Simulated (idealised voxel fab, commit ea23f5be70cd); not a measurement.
The process module presented herein is designated voxel plated lines.
Section cut is 265 nm wide and gridded with 5 nm square cells.
A cross-section is a grid of square cells, given in bands from the top down. A band is one or more rows of cells.
Band: top and bottom heights (nm) first, top before bottom; then materials from left to right, widths in nm. "throughout" marks a sole material filling the band edge to edge. "blank" denotes empty space.
Heads up on the height convention: 0 is the point under which the incoming wafer is all one material, and the lowest band has no bottom, it just keeps going down, like "from 0 down".
Per-row width for "30->40": begins at first number (top row of band), ends at second number (bottom row), increment between rows held constant.
"no modifications" for a step: no cell of the cross-section changed in that step.
For the entry "Enclosed void catalog", the listed items are empty spaces with no open way to the top whose size is 8 cells or more; each item follows the pattern width x height at distance, where distance is from the left edge and all three are in nm.
It should be noted that, on the line of a given step, the content following the step's settings is a remark produced by the simulator itself with respect to that step.
Among the settings permitted on a step's line is "overlay nm"; applied to a step with a mask, it specifies the extent to which the mask lay to the right of its planned position, whereas a negative figure signifies a position to the left.

Process steps foreseen in the plan:
1) RECEIVE | material Si
2) CONFORMAL_DEP | material Al2O3 | thk nm 10
3) DIRECTIONAL_DEP | material TiN | thk nm 5
4) PATTERN | tone open | mask id LINES | material resist | width nm 15 | pitch nm 35 | thk nm 20 | overlay nm 0
5) EPI | material Ru | thk nm 5
6) STRIP | etch materials resist
7) DIRECTIONAL_ETCH | etch materials TiN | depth nm 5
8) CONFORMAL_DEP | material SiN | thk nm 10

Cross-section of the wafer upon arrival, representing the state reached after step 1:
    from 0 down = Si throughout
    Enclosed void catalog: none

A wafer at the end: this start, this plan, one mistake:
    from 25 to 15 = SiN throughout
    from 15 to 5 = Al2O3 throughout
    from 5 to 0 = TiN throughout
    from 0 down = Si throughout
    Enclosed void catalog: none
Finding, execution versus plan: note: step 2 <-> step 3, run order reversed vs plan
